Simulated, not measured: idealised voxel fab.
Process module heading - voxel transistor to metal
Each square cell in cross-section cut measures 5 nm, and the section as a whole is 165 nm wide.
In what follows, cross-sections appear as grids of square cells, described through bands that run from the top down, where every band is one or more rows of cells. What a band's entry tells you: where the top is and where the bottom is, as heights in nm, and after that what lies inside, material by material from left to right, each with its width in nm. Empty space is written as the word "blank", and a single material marked with the word "everywhere" occupies the band from edge to edge. Beneath 0, the wafer as received is one material, and that level is where height counting begins. The lowest band goes on downward without a bottom; it is written like "0 -> down". With a width like "30->40", each row of cells in the band differs from the next by the same amount, the top row carrying the first number and the bottom row the second. Given "remained unchanged" for a step, no cell of the cross-section differs between before and after that step. The entry "Sealed voids" lists the empty spaces that cover at least 8 cells and have no open path to the top. Each is written as width x height at distance, where the distance is measured from the left edge and all three values are in nm. Formally, on a step line, whatever follows the settings is a remark that the simulator itself makes on the step. overlay nm: how far to the right of its planned place the mask lay on this masked step (negative: to the left).
Listed below are the process steps as planned
1 RECEIVE, material Si
2 OXIDIZE, depth nm 5
3 CONFORMAL_DEP, material SiN, thk nm 15
4 DIRECTIONAL_DEP, material aC, thk nm 10
5 PATTERN, tone cover, mask id ACTIVE, material resist, width nm 115, thk nm 25, overlay nm 0
6 DIRECTIONAL_ETCH, etch materials aC, depth nm 10
7 STRIP, etch materials resist
8 DIRECTIONAL_ETCH, etch materials SiN, depth nm 15
9 DIRECTIONAL_ETCH, etch materials SiO2, depth nm 5
10 DIRECTIONAL_ETCH, etch materials Si, depth nm 25
11 STRIP, etch materials aC
12 OXIDIZE, depth nm 5
13 FILL_DEP, material SiO2, thk nm 15
14 CMP, height nm 15
15 SELECTIVE_ETCH, etch materials SiO2, depth nm 5
16 STRIP, etch materials SiN
17 SELECTIVE_ETCH, etch materials SiO2, depth nm 5
18 OXIDIZE, depth nm 5
19 DIRECTIONAL_DEP, material polySi, thk nm 25
20 DIRECTIONAL_DEP, material SiCN, thk nm 15
21 PATTERN, tone cover, mask id GATE, material resist, width nm 35, thk nm 20, overlay nm 0
22 DIRECTIONAL_ETCH, etch materials SiCN, depth nm 25
23 DIRECTIONAL_ETCH, etch materials polySi, depth nm 35
24 STRIP, etch materials resist
25 CONFORMAL_DEP, material SiN, thk nm 5
26 DIRECTIONAL_ETCH, etch materials SiN, depth nm 5
27 DIRECTIONAL_ETCH, etch materials SiO2, depth nm 5
28 DIRECTIONAL_ETCH, etch materials Si, depth nm 15
29 EPI, material pSi, thk nm 15
30 FILL_DEP, material SiO2, thk nm 10
31 CMP, height nm 20
32 STRIP, etch materials polySi
33 SELECTIVE_ETCH, etch materials SiO2, depth nm 5
34 CONFORMAL_DEP, material HfO2, thk nm 5
35 CONFORMAL_DEP, material TiN, thk nm 5
36 FILL_DEP, material W, thk nm 5
37 CMP, height nm 15
38 DIRECTIONAL_DEP, material SiO2, thk nm 15
39 DIRECTIONAL_DEP, material aC, thk nm 15
40 PATTERN, tone open, mask id CONTACT, material resist, width nm 15, pitch nm 80, thk nm 35, overlay nm 0
41 DIRECTIONAL_ETCH, etch materials aC, depth nm 15
42 STRIP, etch materials resist
43 DIRECTIONAL_ETCH, etch materials SiO2, depth nm 40
44 STRIP, etch materials aC
45 CONFORMAL_DEP, material TiN, thk nm 5
46 FILL_DEP, material W, thk nm 10
47 CMP, height nm 30
48 CONFORMAL_DEP, material SiCN, thk nm 5
49 DIRECTIONAL_DEP, material lowk, thk nm 20
50 PATTERN, tone open, mask id METAL_1, material resist, width nm 15, pitch nm 80, thk nm 15, overlay nm 0
51 DIRECTIONAL_ETCH, etch materials lowk, depth nm 20
52 DIRECTIONAL_ETCH, etch materials SiCN, depth nm 5
53 STRIP, etch materials resist
54 CONFORMAL_DEP, material TiN, thk nm 5
55 FILL_DEP, material Cu, thk nm 5
56 CMP, height nm 55
57 CONFORMAL_DEP, material SiCN, thk nm 5
58 DIRECTIONAL_DEP, material SiO2, thk nm 35
59 PATTERN, tone open, mask id METAL_2, material resist, width nm 15, pitch nm 80, thk nm 20, overlay nm 0
60 DIRECTIONAL_ETCH, etch materials SiO2, depth nm 20
61 STRIP, etch materials resist
62 MASKED_ETCH, tone open, mask id METAL_2_HOLES, width nm 15, pitch nm 80, etch materials SiO2, depth nm 15, overlay nm 0
63 MASKED_ETCH, tone open, mask id METAL_2_HOLES, width nm 15, pitch nm 80, etch materials SiCN, depth nm 5, overlay nm 0
64 CONFORMAL_DEP, material TiN, thk nm 5
65 FILL_DEP, material Ru, thk nm 10
66 CMP, height nm 95
67 CONFORMAL_DEP, material SiCN, thk nm 5
Incoming wafer in cross-section (state: after step 1)
	0 -> down | Si everywhere
	Sealed voids: none
The following cross-section depicts the wafer upon conclusion of the module. Processing commenced from the starting condition illustrated above and adhered to the plan illustrated above, save for one mistake in execution
	100 -> 95 | SiCN everywhere
	95 -> 60 | SiO2 (35), then TiN (5), then Ru (5), then TiN (5), then SiO2 (65), then TiN (5), then Ru (5), then TiN (5), then SiO2 (35)
	60 -> 55 | SiCN (35), then TiN (15), then SiCN (65), then TiN (15), then SiCN (35)
	55 -> 35 | lowk (35), then TiN (5), then Cu (5), then TiN (5), then lowk (65), then TiN (5), then Cu (5), then TiN (5), then lowk (35)
	35 -> 30 | SiCN (35), then TiN (15), then SiCN (65), then TiN (15), then SiCN (35)
	30 -> 15 | SiO2 (35), then TiN (5), then W (5), then TiN (5), then SiO2 (65), then TiN (5), then W (5), then TiN (5), then SiO2 (35)
	15 -> 10 | SiO2 (35), then TiN (5), then W (5), then TiN (5), then SiO2 (10), then SiN (5), then TiN (5), then HfO2 (5), then W (15), then HfO2 (5), then TiN (5), then SiN (5), then SiO2 (10), then TiN (5), then W (5), then TiN (5), then SiO2 (35)
	10 -> 5 | SiO2 (35), then TiN (15), then SiO2 (10), then SiN (5), then TiN (5), then HfO2 (5), then W (15), then HfO2 (5), then TiN (5), then SiN (5), then SiO2 (10), then TiN (15), then SiO2 (35)
	5 -> 0 | SiO2 (20), then SiN (5), then SiO2 (10), then TiN (10), then pSi (15), then SiN (5), then TiN (5), then HfO2 (5), then W (15), then HfO2 (5), then TiN (5), then SiN (5), then pSi (15), then TiN (10), then SiO2 (10), then SiN (5), then SiO2 (20)
	0 -> -5 | SiO2 (20), then SiN (5), then SiO2 (10), then TiN (10), then pSi (15), then SiN (5), then TiN (5), then HfO2 (25), then TiN (5), then SiN (5), then pSi (15), then TiN (10), then SiO2 (10), then SiN (5), then SiO2 (20)
	-5 -> -10 | SiO2 (35), then TiN (10), then pSi (15), then TiN (45), then pSi (15), then TiN (10), then SiO2 (35)
	-10 -> -25 | SiO2 (30), then pSi (30), then Si (45), then pSi (30), then SiO2 (30)
	-25 -> -35 | SiO2 (30), then Si (105), then SiO2 (30)
	-35 -> down | Si everywhere
	Sealed voids: none
Want to know what went wrong? steps 34 and 35 traded places in the executed sequence
